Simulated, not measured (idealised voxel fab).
Process module in this document: voxel capacitor over wiring
Each square cell in cross-section cut measures 5 nm, and the section as a whole is 180 nm wide.
Cross-section, as written here: a square-cell grid given band by band from the top down, where a band holds one or more rows of cells. It is stipulated that each band's entry specify, in nanometres, the height of the top of the band and then that of its bottom, followed by the materials of the band in left-to-right sequence, each together with its width in nanometres. A single material marked by the word "full width" is understood to fill the band from edge to edge; the word "blank" is understood to denote empty space. Note: height 0 marks the level under which the wafer is uniformly one material as received. Lowest band unbounded below, written "z 0 and below". You'd read "30 to 40" like this: the band's top row of cells is as wide as the first number, its bottom row is as wide as the second, and going down, every row changes width by the same amount as the row before did. "remains unaltered", as given for a step, is the statement that not any cell of the cross-section underwent a change during that step. "Fully closed voids" means: voids of 8 cells or more that are shut off from the top with no open way through. Written width x height at distance, distance from the left edge, in nm. Whatever follows a step's settings on its line is a remark the simulator itself makes about that step. Steps that use a mask can have "overlay nm" on their line. It says how far the mask sat to the right of where it was meant to be. Negative means to the left.

[The steps planned for the process are as follows]
1 RECEIVE, material Si
2 CONFORMAL_DEP, material SiO2, thk nm 15
3 CONFORMAL_DEP, material SiCN, thk nm 5
4 DIRECTIONAL_DEP, material SiO2, thk nm 25
5 MASKED_ETCH, tone open, mask id METAL_1, width nm 25, pitch nm 75, etch materials SiO2, depth nm 25, overlay nm 0
6 MASKED_ETCH, tone open, mask id METAL_1, width nm 25, pitch nm 75, etch materials SiCN, depth nm 5, overlay nm 0
7 CONFORMAL_DEP, material TiN, thk nm 5
8 FILL_DEP, material W, thk nm 10
9 CMP, height nm 45
10 CONFORMAL_DEP, material SiCN, thk nm 5
11 DIRECTIONAL_DEP, material SiO2, thk nm 20
12 MASKED_ETCH, tone open, mask id PLUG_1, width nm 15, etch materials SiO2, depth nm 20, overlay nm 0
13 MASKED_ETCH, tone open, mask id PLUG_1, width nm 15, etch materials SiCN, depth nm 5, overlay nm 0
14 EPI, material Ru, thk nm 10
15 EPI, material Ru, thk nm 10
16 EPI, material Ru, thk nm 5
17 DIRECTIONAL_DEP, material TiN, thk nm 10
18 DIRECTIONAL_DEP, material SiN, thk nm 5
19 DIRECTIONAL_DEP, material TiN, thk nm 10
20 MASKED_ETCH, tone cover, mask id UPPER_PLATE, width nm 55, etch materials TiN, depth nm 10, overlay nm 0
21 MASKED_ETCH, tone cover, mask id UPPER_PLATE, width nm 55, etch materials SiN, depth nm 5, overlay nm 0
22 PATTERN, tone cover, mask id LOWER_PLATE, material resist, width nm 65, thk nm 20, overlay nm 0
23 DIRECTIONAL_ETCH, etch materials TiN, depth nm 10
24 STRIP, etch materials resist
25 FILL_DEP, material SiO2, thk nm 15
26 CMP, height nm 105
27 MASKED_ETCH, tone open, mask id PLUG_2, width nm 15, etch materials SiO2, depth nm 10, overlay nm 0
28 CONFORMAL_DEP, material TiN, thk nm 5
29 FILL_DEP, material Cu, thk nm 10
30 CMP, height nm 105
31 CONFORMAL_DEP, material SiN, thk nm 5

[Cross-section of the wafer upon arrival, representing the state reached after step 1]
z 0 and below  Si full width
Fully closed voids: none

[This is how the wafer looks in cross-section once the module is done, given the starting state and plan above and one mistake in carrying the plan out]
z 110 to 105  SiN full width
z 105 to 100  60 of SiO2 | 5 of TiN | 5 of Cu | 5 of TiN | 105 of SiO2
z 100 to 95  60 of SiO2 | 15 of TiN | 105 of SiO2
z 95 to 85  50 of SiO2 | 60 of TiN | 70 of SiO2
z 85 to 80  50 of SiO2 | 60 of SiN | 70 of SiO2
z 80 to 70  45 of SiO2 | 65 of TiN | 70 of SiO2
z 70 to 50  50 of SiO2 | 15 of Ru | 115 of SiO2
z 50 to 45  50 of SiCN | 15 of Ru | 115 of SiCN
z 45 to 20  40 of SiO2 | 5 of TiN | 15 of W | 5 of TiN | 50 of SiO2 | 5 of TiN | 15 of W | 5 of TiN | 40 of SiO2
z 20 to 15  40 of SiCN | 25 of TiN | 50 of SiCN | 25 of TiN | 40 of SiCN
z 15 to 0  SiO2 full width
z 0 and below  Si full width
Fully closed voids: none
Short version of what went wrong: step 20 was processed under conditions differing from the plan, specifically as MASKED_ETCH, tone cover, mask id UPPER_PLATE, width nm 60, etch materials TiN, depth nm 10, overlay nm 0
